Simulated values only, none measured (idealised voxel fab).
Presented below is a process module, voxel transistor to metal.
Cross-sectional view cut (width: 210 nm; square cell size: 5 nm).
When this document writes out a cross-section, it uses a grid of square cells and lists it as bands, beginning at the top and moving down, with a band standing for one or more rows of cells.
Heights first: top, then bottom, in nm. Then materials, left to right, each with a width in nm. "throughout" on a single material: fills the band edge to edge. "air": empty space.
All heights in this document are referenced to 0, defined as the level beneath which the wafer, as received, consists entirely of one material. The lowest band is not bounded below; it extends indefinitely downward and is written in the form "0 and below".
A width such as "30->40" changes by the same amount from each row of cells to the next, from the band's top row to its bottom row.
Step note "all unchanged" = no cross-section cell changed.
"Entrapped voids" enumerates empty spaces isolated from the top, with no open way to it, that contain at least 8 cells, giving each as width x height at distance from the left edge, all three in nm.
Where a step's line continues beyond its settings, the continuation is a remark by the simulator itself on that step.
overlay nm: mask offset rightward from planned place, masked step; negative means leftward offset.
THE PROCESS STEPS THAT WERE PLANNED ARE LISTED BELOW
step 1: RECEIVE with material Si
step 2: CONFORMAL_DEP with material SiO2, thk nm 5
step 3: CONFORMAL_DEP with material SiN, thk nm 10
step 4: DIRECTIONAL_DEP with material aC, thk nm 15
step 5: PATTERN with tone cover, mask id ACTIVE, material resist, width nm 105, thk nm 30, overlay nm 0
step 6: DIRECTIONAL_ETCH with etch materials aC, depth nm 15
step 7: STRIP with etch materials resist
step 8: DIRECTIONAL_ETCH with etch materials SiN, depth nm 10
step 9: DIRECTIONAL_ETCH with etch materials SiO2, depth nm 5
step 10: DIRECTIONAL_ETCH with etch materials Si, depth nm 35
step 11: STRIP with etch materials aC
step 12: OXIDIZE with depth nm 5
step 13: FILL_DEP with material SiO2, thk nm 5
step 14: CMP with height nm 15
step 15: SELECTIVE_ETCH with etch materials SiO2, depth nm 10
step 16: STRIP with etch materials SiN
step 17: SELECTIVE_ETCH with etch materials SiO2, depth nm 5
step 18: OXIDIZE with depth nm 5
step 19: DIRECTIONAL_DEP with material polySi, thk nm 30
step 20: DIRECTIONAL_DEP with material SiCN, thk nm 15
step 21: PATTERN with tone cover, mask id GATE, material resist, width nm 25, thk nm 20, overlay nm 0
step 22: DIRECTIONAL_ETCH with etch materials SiCN, depth nm 25
step 23: DIRECTIONAL_ETCH with etch materials polySi, depth nm 40
step 24: STRIP with etch materials resist
step 25: CONFORMAL_DEP with material SiN, thk nm 5
step 26: DIRECTIONAL_ETCH with etch materials SiN, depth nm 5
step 27: DIRECTIONAL_ETCH with etch materials SiO2, depth nm 5
step 28: EPI with material pSi, thk nm 5
step 29: FILL_DEP with material SiO2, thk nm 5
step 30: CMP with height nm 30
step 31: STRIP with etch materials polySi
step 32: SELECTIVE_ETCH with etch materials SiO2, depth nm 5
step 33: CONFORMAL_DEP with material HfO2, thk nm 5
step 34: CONFORMAL_DEP with material TiN, thk nm 5
step 35: FILL_DEP with material W, thk nm 10
step 36: CMP with height nm 25
step 37: DIRECTIONAL_DEP with material SiO2, thk nm 15
step 38: MASKED_ETCH with tone open, mask id CONTACT, width nm 15, pitch nm 70, etch materials SiO2, depth nm 40, overlay nm 0
step 39: CONFORMAL_DEP with material TiN, thk nm 5
step 40: FILL_DEP with material W, thk nm 10
step 41: CMP with height nm 40
step 42: DIRECTIONAL_DEP with material TiN, thk nm 5
step 43: DIRECTIONAL_DEP with material Ru, thk nm 20
step 44: MASKED_ETCH with tone cover, mask id METAL_1, width nm 15, pitch nm 70, etch materials Ru, depth nm 20, overlay nm 0
step 45: MASKED_ETCH with tone cover, mask id METAL_1, width nm 15, pitch nm 70, etch materials TiN, depth nm 5, overlay nm 0
step 46: FILL_DEP with material lowk, thk nm 5
step 47: CMP with height nm 65
step 48: CONFORMAL_DEP with material SiCN, thk nm 5
CONCERNING THE FIRST OF TWO WAFERS, WHICH WAS RUN IN ACCORDANCE WITH THE PLAN
WAFER AS RECEIVED: CROSS-SECTION FOLLOWING STEP 1
0 and below: Si throughout
Entrapped voids: none
SO THIS IS THE WAFER CROSS-SECTION RIGHT AFTER STEP 2
5 down to 0: SiO2 throughout
Under the height 0 nothing was changed.
SO THIS IS THE WAFER CROSS-SECTION RIGHT AFTER STEP 3
15 down to 5: SiN throughout
Under the height 5 nothing was changed.
SO THIS IS THE WAFER CROSS-SECTION RIGHT AFTER STEP 4
30 down to 15: aC throughout
Under the height 15 nothing was changed.
SO THIS IS THE WAFER CROSS-SECTION RIGHT AFTER STEP 5
60 down to 30: 50 of air / 105 of resist / 55 of air
Under the height 30 nothing was changed.
SO THIS IS THE WAFER CROSS-SECTION RIGHT AFTER STEP 6
45 down to 30: 50 of air / 105 of resist / 55 of air
30 down to 15: 50 of air / 105 of aC / 55 of air
Under the height 15 nothing was changed.
SO THIS IS THE WAFER CROSS-SECTION RIGHT AFTER STEP 7
30 down to 15: 50 of air / 105 of aC / 55 of air
Under the height 15 nothing was changed.
SO THIS IS THE WAFER CROSS-SECTION RIGHT AFTER STEP 8
30 down to 15: 50 of air / 105 of aC / 55 of air
15 down to 5: 50 of air / 105 of SiN / 55 of air
Under the height 5 nothing was changed.
SO THIS IS THE WAFER CROSS-SECTION RIGHT AFTER STEP 9
30 down to 15: 50 of air / 105 of aC / 55 of air
15 down to 5: 50 of air / 105 of SiN / 55 of air
5 down to 0: 50 of air / 105 of SiO2 / 55 of air
Under the height 0 nothing was changed.
SO THIS IS THE WAFER CROSS-SECTION RIGHT AFTER STEP 10
30 down to 15: 50 of air / 105 of aC / 55 of air
15 down to 5: 50 of air / 105 of SiN / 55 of air
5 down to 0: 50 of air / 105 of SiO2 / 55 of air
0 down to -35: 50 of air / 105 of Si / 55 of air
Under the height -35 nothing was changed.
SO THIS IS THE WAFER CROSS-SECTION RIGHT AFTER STEP 11
15 down to 5: 50 of air / 105 of SiN / 55 of air
Under the height 5 nothing was changed.
SO THIS IS THE WAFER CROSS-SECTION RIGHT AFTER STEP 12
15 down to 5: 50 of air / 105 of SiN / 55 of air
5 down to 0: 50 of air / 105 of SiO2 / 55 of air
0 down to -35: 50 of air / 5 of SiO2 / 95 of Si / 5 of SiO2 / 55 of air
-35 down to -40: 55 of SiO2 / 95 of Si / 60 of SiO2
Under the height -40 nothing was changed.
SO THIS IS THE WAFER CROSS-SECTION RIGHT AFTER STEP 13
20 down to 15: SiO2 throughout
15 down to 5: 50 of SiO2 / 105 of SiN / 55 of SiO2
5 down to 0: SiO2 throughout
0 down to -40: 55 of SiO2 / 95 of Si / 60 of SiO2
Under the height -40 nothing was changed.
SO THIS IS THE WAFER CROSS-SECTION RIGHT AFTER STEP 14
15 down to 5: 50 of SiO2 / 105 of SiN / 55 of SiO2
Under the height 5 nothing was changed.
SO THIS IS THE WAFER CROSS-SECTION RIGHT AFTER STEP 15
15 down to 5: 50 of air / 105 of SiN / 55 of air
Under the height 5 nothing was changed.
SO THIS IS THE WAFER CROSS-SECTION RIGHT AFTER STEP 16
5 down to 0: SiO2 throughout
Under the height 0 nothing was changed.
SO THIS IS THE WAFER CROSS-SECTION RIGHT AFTER STEP 17
0 down to -40: 55 of SiO2 / 95 of Si / 60 of SiO2
Under the height -40 nothing was changed.
SO THIS IS THE WAFER CROSS-SECTION RIGHT AFTER STEP 18
0 down to -5: SiO2 throughout
Under the height -5 nothing was changed.
SO THIS IS THE WAFER CROSS-SECTION RIGHT AFTER STEP 19
30 down to 0: polySi throughout
Under the height 0 nothing was changed.
SO THIS IS THE WAFER CROSS-SECTION RIGHT AFTER STEP 20
45 down to 30: SiCN throughout
Under the height 30 nothing was changed.
SO THIS IS THE WAFER CROSS-SECTION RIGHT AFTER STEP 21
65 down to 45: 90 of air / 25 of resist / 95 of air
Under the height 45 nothing was changed.
SO THIS IS THE WAFER CROSS-SECTION RIGHT AFTER STEP 22
65 down to 45: 90 of air / 25 of resist / 95 of air
45 down to 30: 90 of air / 25 of SiCN / 95 of air
Under the height 30 nothing was changed.
SO THIS IS THE WAFER CROSS-SECTION RIGHT AFTER STEP 23
65 down to 45: 90 of air / 25 of resist / 95 of air
45 down to 30: 90 of air / 25 of SiCN / 95 of air
30 down to 0: 90 of air / 25 of polySi / 95 of air
Under the height 0 nothing was changed.
SO THIS IS THE WAFER CROSS-SECTION RIGHT AFTER STEP 24
45 down to 30: 90 of air / 25 of SiCN / 95 of air
Under the height 30 nothing was changed.
SO THIS IS THE WAFER CROSS-SECTION RIGHT AFTER STEP 25
50 down to 45: 85 of air / 35 of SiN / 90 of air
45 down to 30: 85 of air / 5 of SiN / 25 of SiCN / 5 of SiN / 90 of air
30 down to 5: 85 of air / 5 of SiN / 25 of polySi / 5 of SiN / 90 of air
5 down to 0: 90 of SiN / 25 of polySi / 95 of SiN
Under the height 0 nothing was changed.
SO THIS IS THE WAFER CROSS-SECTION RIGHT AFTER STEP 26
45 down to 30: 85 of air / 5 of SiN / 25 of SiCN / 5 of SiN / 90 of air
30 down to 0: 85 of air / 5 of SiN / 25 of polySi / 5 of SiN / 90 of air
Under the height 0 nothing was changed.
SO THIS IS THE WAFER CROSS-SECTION RIGHT AFTER STEP 27
45 down to 30: 85 of air / 5 of SiN / 25 of SiCN / 5 of SiN / 90 of air
30 down to 0: 85 of air / 5 of SiN / 25 of polySi / 5 of SiN / 90 of air
0 down to -5: 85 of air / 35 of SiO2 / 90 of air
Under the height -5 nothing was changed.
SO THIS IS THE WAFER CROSS-SECTION RIGHT AFTER STEP 28
45 down to 30: 85 of air / 5 of SiN / 25 of SiCN / 5 of SiN / 90 of air
30 down to 0: 85 of air / 5 of SiN / 25 of polySi / 5 of SiN / 90 of air
0 down to -5: 50 of air / 35 of pSi / 35 of SiO2 / 35 of pSi / 55 of air
Under the height -5 nothing was changed.
SO THIS IS THE WAFER CROSS-SECTION RIGHT AFTER STEP 29
50 down to 45: SiO2 throughout
45 down to 30: 85 of SiO2 / 5 of SiN / 25 of SiCN / 5 of SiN / 90 of SiO2
30 down to 0: 85 of SiO2 / 5 of SiN / 25 of polySi / 5 of SiN / 90 of SiO2
0 down to -5: 50 of SiO2 / 35 of pSi / 35 of SiO2 / 35 of pSi / 55 of SiO2
Under the height -5 nothing was changed.
SO THIS IS THE WAFER CROSS-SECTION RIGHT AFTER STEP 30
30 down to 0: 85 of SiO2 / 5 of SiN / 25 of polySi / 5 of SiN / 90 of SiO2
Under the height 0 nothing was changed.
SO THIS IS THE WAFER CROSS-SECTION RIGHT AFTER STEP 31
30 down to 0: 85 of SiO2 / 5 of SiN / 25 of air / 5 of SiN / 90 of SiO2
Under the height 0 nothing was changed.
SO THIS IS THE WAFER CROSS-SECTION RIGHT AFTER STEP 32
30 down to 25: 85 of air / 5 of SiN / 25 of air / 5 of SiN / 90 of air
25 down to 0: 85 of SiO2 / 5 of SiN / 25 of air / 5 of SiN / 90 of SiO2
0 down to -5: 50 of SiO2 / 35 of pSi / 35 of air / 35 of pSi / 55 of SiO2
Under the height -5 nothing was changed.
SO THIS IS THE WAFER CROSS-SECTION RIGHT AFTER STEP 33
35 down to 30: 80 of air / 15 of HfO2 / 15 of air / 15 of HfO2 / 85 of air
30 down to 25: 85 of HfO2 / 5 of SiN / 5 of HfO2 / 15 of air / 5 of HfO2 / 5 of SiN / 90 of HfO2
25 down to 0: 85 of SiO2 / 5 of SiN / 5 of HfO2 / 15 of air / 5 of HfO2 / 5 of SiN / 90 of SiO2
0 down to -5: 50 of SiO2 / 35 of pSi / 35 of HfO2 / 35 of pSi / 55 of SiO2
Under the height -5 nothing was changed.
SO THIS IS THE WAFER CROSS-SECTION RIGHT AFTER STEP 34
40 down to 35: 75 of air / 25 of TiN / 5 of air / 25 of TiN / 80 of air
35 down to 30: 80 of TiN / 15 of HfO2 / 5 of TiN / 5 of air / 5 of TiN / 15 of HfO2 / 85 of TiN
30 down to 25: 85 of HfO2 / 5 of SiN / 5 of HfO2 / 5 of TiN / 5 of air / 5 of TiN / 5 of HfO2 / 5 of SiN / 90 of HfO2
25 down to 5: 85 of SiO2 / 5 of SiN / 5 of HfO2 / 5 of TiN / 5 of air / 5 of TiN / 5 of HfO2 / 5 of SiN / 90 of SiO2
5 down to 0: 85 of SiO2 / 5 of SiN / 5 of HfO2 / 15 of TiN / 5 of HfO2 / 5 of SiN / 90 of SiO2
Under the height 0 nothing was changed.
SO THIS IS THE WAFER CROSS-SECTION RIGHT AFTER STEP 35
50 down to 40: W throughout
40 down to 35: 75 of W / 25 of TiN / 5 of W / 25 of TiN / 80 of W
35 down to 30: 80 of TiN / 15 of HfO2 / 5 of TiN / 5 of W / 5 of TiN / 15 of HfO2 / 85 of TiN
30 down to 25: 85 of HfO2 / 5 of SiN / 5 of HfO2 / 5 of TiN / 5 of W / 5 of TiN / 5 of HfO2 / 5 of SiN / 90 of HfO2
25 down to 5: 85 of SiO2 / 5 of SiN / 5 of HfO2 / 5 of TiN / 5 of W / 5 of TiN / 5 of HfO2 / 5 of SiN / 90 of SiO2
Under the height 5 nothing was changed.
SO THIS IS THE WAFER CROSS-SECTION RIGHT AFTER STEP 36
25 down to 5: 85 of SiO2 / 5 of SiN / 5 of HfO2 / 5 of TiN / 5 of W / 5 of TiN / 5 of HfO2 / 5 of SiN / 90 of SiO2
Under the height 5 nothing was changed.
SO THIS IS THE WAFER CROSS-SECTION RIGHT AFTER STEP 37
40 down to 25: SiO2 throughout
Under the height 25 nothing was changed.
SO THIS IS THE WAFER CROSS-SECTION RIGHT AFTER STEP 38
40 down to 25: 60 of SiO2 / 15 of air / 55 of SiO2 / 15 of air / 65 of SiO2
25 down to 5: 60 of SiO2 / 15 of air / 10 of SiO2 / 5 of SiN / 5 of HfO2 / 5 of TiN / 5 of W / 5 of TiN / 5 of HfO2 / 5 of SiN / 10 of SiO2 / 15 of air / 65 of SiO2
5 down to 0: 60 of SiO2 / 15 of air / 10 of SiO2 / 5 of SiN / 5 of HfO2 / 15 of TiN / 5 of HfO2 / 5 of SiN / 10 of SiO2 / 15 of air / 65 of SiO2
Under the height 0 nothing was changed.
SO THIS IS THE WAFER CROSS-SECTION RIGHT AFTER STEP 39
45 down to 40: 65 of TiN / 5 of air / 65 of TiN / 5 of air / 70 of TiN
40 down to 25: 60 of SiO2 / 5 of TiN / 5 of air / 5 of TiN / 55 of SiO2 / 5 of TiN / 5 of air / 5 of TiN / 65 of SiO2
25 down to 5: 60 of SiO2 / 5 of TiN / 5 of air / 5 of TiN / 10 of SiO2 / 5 of SiN / 5 of HfO2 / 5 of TiN / 5 of W / 5 of TiN / 5 of HfO2 / 5 of SiN / 10 of SiO2 / 5 of TiN / 5 of air / 5 of TiN / 65 of SiO2
5 down to 0: 60 of SiO2 / 15 of TiN / 10 of SiO2 / 5 of SiN / 5 of HfO2 / 15 of TiN / 5 of HfO2 / 5 of SiN / 10 of SiO2 / 15 of TiN / 65 of SiO2
Under the height 0 nothing was changed.
SO THIS IS THE WAFER CROSS-SECTION RIGHT AFTER STEP 40
55 down to 45: W throughout
45 down to 40: 65 of TiN / 5 of W / 65 of TiN / 5 of W / 70 of TiN
40 down to 25: 60 of SiO2 / 5 of TiN / 5 of W / 5 of TiN / 55 of SiO2 / 5 of TiN / 5 of W / 5 of TiN / 65 of SiO2
25 down to 5: 60 of SiO2 / 5 of TiN / 5 of W / 5 of TiN / 10 of SiO2 / 5 of SiN / 5 of HfO2 / 5 of TiN / 5 of W / 5 of TiN / 5 of HfO2 / 5 of SiN / 10 of SiO2 / 5 of TiN / 5 of W / 5 of TiN / 65 of SiO2
Under the height 5 nothing was changed.
SO THIS IS THE WAFER CROSS-SECTION RIGHT AFTER STEP 41
40 down to 25: 60 of SiO2 / 5 of TiN / 5 of W / 5 of TiN / 55 of SiO2 / 5 of TiN / 5 of W / 5 of TiN / 65 of SiO2
Under the height 25 nothing was changed.
SO THIS IS THE WAFER CROSS-SECTION RIGHT AFTER STEP 42
45 down to 40: TiN throughout
Under the height 40 nothing was changed.
SO THIS IS THE WAFER CROSS-SECTION RIGHT AFTER STEP 43
65 down to 45: Ru throughout
Under the height 45 nothing was changed.
SO THIS IS THE WAFER CROSS-SECTION RIGHT AFTER STEP 44
65 down to 45: 60 of air / 15 of Ru / 55 of air / 15 of Ru / 65 of air
Under the height 45 nothing was changed.
SO THIS IS THE WAFER CROSS-SECTION RIGHT AFTER STEP 45
65 down to 45: 60 of air / 15 of Ru / 55 of air / 15 of Ru / 65 of air
45 down to 40: 60 of air / 15 of TiN / 55 of air / 15 of TiN / 65 of air
Under the height 40 nothing was changed.
SO THIS IS THE WAFER CROSS-SECTION RIGHT AFTER STEP 46
70 down to 65: lowk throughout
65 down to 45: 60 of lowk / 15 of Ru / 55 of lowk / 15 of Ru / 65 of lowk
45 down to 40: 60 of lowk / 15 of TiN / 55 of lowk / 15 of TiN / 65 of lowk
Under the height 40 nothing was changed.
SO THIS IS THE WAFER CROSS-SECTION RIGHT AFTER STEP 47
65 down to 45: 60 of lowk / 15 of Ru / 55 of lowk / 15 of Ru / 65 of lowk
Under the height 45 nothing was changed.
SO THIS IS THE WAFER CROSS-SECTION RIGHT AFTER STEP 48
70 down to 65: SiCN throughout
Under the height 65 nothing was changed.
THE REMAINING WAFER, SECOND OF THE TWO, STARTED LIKE THE FIRST AND WAS RUN TO THE SAME PLAN, EXCEPT THAT ONE MISTAKE WAS MADE ALONG THE WAY; THE TWO COINCIDE THROUGH STEP 32, INCLUSIVE
CROSS-SECTION, SECOND WAFER, AT THE END TIME THE PLAN GIVES FOR STEP 33
35 down to 30: 80 of air / 15 of TiN / 15 of air / 15 of TiN / 85 of air
30 down to 25: 85 of TiN / 5 of SiN / 5 of TiN / 15 of air / 5 of TiN / 5 of SiN / 90 of TiN
25 down to 0: 85 of SiO2 / 5 of SiN / 5 of TiN / 15 of air / 5 of TiN / 5 of SiN / 90 of SiO2
0 down to -5: 50 of SiO2 / 35 of pSi / 35 of TiN / 35 of pSi / 55 of SiO2
Under the height -5 nothing was changed.
CROSS-SECTION, SECOND WAFER, AT THE END TIME THE PLAN GIVES FOR STEP 34
40 down to 35: 75 of air / 25 of HfO2 / 5 of air / 25 of HfO2 / 80 of air
35 down to 30: 80 of HfO2 / 15 of TiN / 5 of HfO2 / 5 of air / 5 of HfO2 / 15 of TiN / 85 of HfO2
30 down to 25: 85 of TiN / 5 of SiN / 5 of TiN / 5 of HfO2 / 5 of air / 5 of HfO2 / 5 of TiN / 5 of SiN / 90 of TiN
25 down to 5: 85 of SiO2 / 5 of SiN / 5 of TiN / 5 of HfO2 / 5 of air / 5 of HfO2 / 5 of TiN / 5 of SiN / 90 of SiO2
5 down to 0: 85 of SiO2 / 5 of SiN / 5 of TiN / 15 of HfO2 / 5 of TiN / 5 of SiN / 90 of SiO2
Under the height 0 nothing was changed.
CROSS-SECTION, SECOND WAFER, AT THE END TIME THE PLAN GIVES FOR STEP 35
50 down to 40: W throughout
40 down to 35: 75 of W / 25 of HfO2 / 5 of W / 25 of HfO2 / 80 of W
35 down to 30: 80 of HfO2 / 15 of TiN / 5 of HfO2 / 5 of W / 5 of HfO2 / 15 of TiN / 85 of HfO2
30 down to 25: 85 of TiN / 5 of SiN / 5 of TiN / 5 of HfO2 / 5 of W / 5 of HfO2 / 5 of TiN / 5 of SiN / 90 of TiN
25 down to 5: 85 of SiO2 / 5 of SiN / 5 of TiN / 5 of HfO2 / 5 of W / 5 of HfO2 / 5 of TiN / 5 of SiN / 90 of SiO2
Under the height 5 nothing was changed.
CROSS-SECTION, SECOND WAFER, AT THE END TIME THE PLAN GIVES FOR STEP 36
25 down to 5: 85 of SiO2 / 5 of SiN / 5 of TiN / 5 of HfO2 / 5 of W / 5 of HfO2 / 5 of TiN / 5 of SiN / 90 of SiO2
Under the height 5 nothing was changed.
CROSS-SECTION, SECOND WAFER, AT THE END TIME THE PLAN GIVES FOR STEP 37
40 down to 25: SiO2 throughout
Under the height 25 nothing was changed.
CROSS-SECTION, SECOND WAFER, AT THE END TIME THE PLAN GIVES FOR STEP 38
40 down to 25: 60 of SiO2 / 15 of air / 55 of SiO2 / 15 of air / 65 of SiO2
25 down to 5: 60 of SiO2 / 15 of air / 10 of SiO2 / 5 of SiN / 5 of TiN / 5 of HfO2 / 5 of W / 5 of HfO2 / 5 of TiN / 5 of SiN / 10 of SiO2 / 15 of air / 65 of SiO2
5 down to 0: 60 of SiO2 / 15 of air / 10 of SiO2 / 5 of SiN / 5 of TiN / 15 of HfO2 / 5 of TiN / 5 of SiN / 10 of SiO2 / 15 of air / 65 of SiO2
Under the height 0 nothing was changed.
CROSS-SECTION, SECOND WAFER, AT THE END TIME THE PLAN GIVES FOR STEP 39
45 down to 40: 65 of TiN / 5 of air / 65 of TiN / 5 of air / 70 of TiN
40 down to 25: 60 of SiO2 / 5 of TiN / 5 of air / 5 of TiN / 55 of SiO2 / 5 of TiN / 5 of air / 5 of TiN / 65 of SiO2
25 down to 5: 60 of SiO2 / 5 of TiN / 5 of air / 5 of TiN / 10 of SiO2 / 5 of SiN / 5 of TiN / 5 of HfO2 / 5 of W / 5 of HfO2 / 5 of TiN / 5 of SiN / 10 of SiO2 / 5 of TiN / 5 of air / 5 of TiN / 65 of SiO2
5 down to 0: 60 of SiO2 / 15 of TiN / 10 of SiO2 / 5 of SiN / 5 of TiN / 15 of HfO2 / 5 of TiN / 5 of SiN / 10 of SiO2 / 15 of TiN / 65 of SiO2
Under the height 0 nothing was changed.
CROSS-SECTION, SECOND WAFER, AT THE END TIME THE PLAN GIVES FOR STEP 40
55 down to 45: W throughout
45 down to 40: 65 of TiN / 5 of W / 65 of TiN / 5 of W / 70 of TiN
40 down to 25: 60 of SiO2 / 5 of TiN / 5 of W / 5 of TiN / 55 of SiO2 / 5 of TiN / 5 of W / 5 of TiN / 65 of SiO2
25 down to 5: 60 of SiO2 / 5 of TiN / 5 of W / 5 of TiN / 10 of SiO2 / 5 of SiN / 5 of TiN / 5 of HfO2 / 5 of W / 5 of HfO2 / 5 of TiN / 5 of SiN / 10 of SiO2 / 5 of TiN / 5 of W / 5 of TiN / 65 of SiO2
Under the height 5 nothing was changed.
CROSS-SECTION, SECOND WAFER, AT THE END TIME THE PLAN GIVES FOR STEP 41
40 down to 25: 60 of SiO2 / 5 of TiN / 5 of W / 5 of TiN / 55 of SiO2 / 5 of TiN / 5 of W / 5 of TiN / 65 of SiO2
Under the height 25 nothing was changed.
CROSS-SECTION, SECOND WAFER, AT THE END TIME THE PLAN GIVES FOR STEP 42
45 down to 40: TiN throughout
Under the height 40 nothing was changed.
CROSS-SECTION, SECOND WAFER, AT THE END TIME THE PLAN GIVES FOR STEP 43
65 down to 45: Ru throughout
Under the height 45 nothing was changed.
CROSS-SECTION, SECOND WAFER, AT THE END TIME THE PLAN GIVES FOR STEP 44
65 down to 45: 60 of air / 15 of Ru / 55 of air / 15 of Ru / 65 of air
Under the height 45 nothing was changed.
CROSS-SECTION, SECOND WAFER, AT THE END TIME THE PLAN GIVES FOR STEP 45
65 down to 45: 60 of air / 15 of Ru / 55 of air / 15 of Ru / 65 of air
45 down to 40: 60 of air / 15 of TiN / 55 of air / 15 of TiN / 65 of air
Under the height 40 nothing was changed.
CROSS-SECTION, SECOND WAFER, AT THE END TIME THE PLAN GIVES FOR STEP 46
70 down to 65: lowk throughout
65 down to 45: 60 of lowk / 15 of Ru / 55 of lowk / 15 of Ru / 65 of lowk
45 down to 40: 60 of lowk / 15 of TiN / 55 of lowk / 15 of TiN / 65 of lowk
Under the height 40 nothing was changed.
CROSS-SECTION, SECOND WAFER, AT THE END TIME THE PLAN GIVES FOR STEP 47
65 down to 45: 60 of lowk / 15 of Ru / 55 of lowk / 15 of Ru / 65 of lowk
Under the height 45 nothing was changed.
CROSS-SECTION, SECOND WAFER, AT THE END TIME THE PLAN GIVES FOR STEP 48
70 down to 65: SiCN throughout
Under the height 65 nothing was changed.
Want to know what went wrong? swap of plan steps 33 and 34 during execution
The final cell counts differ between the wafers, with the second having more or fewer of some materials than the first: HfO2 -6, TiN +6
